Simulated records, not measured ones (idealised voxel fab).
The following process module bears the name voxel gate over fins.
Cross-sectional view cut (width: 235 nm; square cell size: 5 nm).
Cross-section format: a grid of square cells, given as bands from top to bottom; each band is one or more rows of cells.
Read a band's entry like this: the first values are the height of its top and the height of its bottom in nm, and what follows is the sequence of materials from left to right, each with its width in nm. Note that "empty" is empty space, and that a single material marked "everywhere" reaches across the band from edge to edge.
Beneath 0, the wafer as received is one material, and that level is where height counting begins. The lowest band goes on downward without a bottom; it is written like "0 and below".
The width entry "30 to 40" should be interpreted row by row: the top row of cells in the band takes the first number, the bottom row takes the second number, and the change between adjacent rows is uniform throughout.
"no modification" -> step changed no cross-section cell.
Closed void table: empty space of 8 cells or more with no open way to the top, each as width x height at its distance from the left edge, in nm
Formally, on a step line, whatever follows the settings is a remark that the simulator itself makes on the step.
Steps that use a mask can have "overlay nm" on their line. It says how far the mask sat to the right of where it was meant to be. Negative means to the left.

-- Planned process steps
1: RECEIVE,material Si
2: CONFORMAL_DEP,material SiN,thk nm 5
3: PATTERN,tone cover,mask id FINS,material resist,width nm 15,pitch nm 35,thk nm 15,overlay nm 0
4: DIRECTIONAL_ETCH,etch materials SiN,depth nm 5
5: DIRECTIONAL_ETCH,etch materials Si,depth nm 35
6: STRIP,etch materials resist
7: FILL_DEP,material SiO2,thk nm 15
8: CMP,height nm 5
9: SELECTIVE_ETCH,etch materials SiO2,depth nm 15
10: STRIP,etch materials SiN
11: CONFORMAL_DEP,material HfO2,thk nm 5
12: CONFORMAL_DEP,material TiN,thk nm 5
13: CONFORMAL_DEP,material TiAl,thk nm 5
14: CONFORMAL_DEP,material TiN,thk nm 5
15: FILL_DEP,material W,thk nm 15
16: CMP,height nm 30
17: CONFORMAL_DEP,material SiCN,thk nm 5

-- Received-state cross-section, reflecting completion of step 1
* 0 and below  Si everywhere
* Closed void table: none

-- Look at the cross-section after the module: the wafer started out the way shown above and the plan was the one shown above, yet one mistake was made along the way
* 35 down to 30  SiCN everywhere
* 30 down to 20  W everywhere
* 20 down to 15  70 nm W, 90 nm TiN, 75 nm W
* 15 down to 10  70 nm W, 5 nm TiN, 80 nm TiAl, 5 nm TiN, 75 nm W
* 10 down to 5  75 nm TiN, 5 nm TiAl, 70 nm TiN, 5 nm TiAl, 80 nm TiN
* 5 down to 0  80 nm TiAl, 5 nm TiN, 25 nm HfO2, 10 nm TiN, 25 nm HfO2, 5 nm TiN, 85 nm TiAl
* 0 down to -5  85 nm TiN, 5 nm HfO2, 15 nm Si, 5 nm HfO2, 10 nm TiN, 5 nm HfO2, 15 nm Si, 5 nm HfO2, 90 nm TiN
* -5 down to -10  80 nm HfO2, 5 nm TiN, 5 nm HfO2, 15 nm Si, 5 nm HfO2, 10 nm TiN, 5 nm HfO2, 15 nm Si, 5 nm HfO2, 5 nm TiN, 85 nm HfO2
* -10 down to -15  75 nm SiO2, 15 nm HfO2, 15 nm Si, 20 nm HfO2, 15 nm Si, 15 nm HfO2, 80 nm SiO2
* -15 down to -35  90 nm SiO2, 15 nm Si, 20 nm SiO2, 15 nm Si, 95 nm SiO2
* -35 and below  Si everywhere
* Closed void table: none
Processing error: steps 9 and 10 got flipped, so each one ran where the other should have
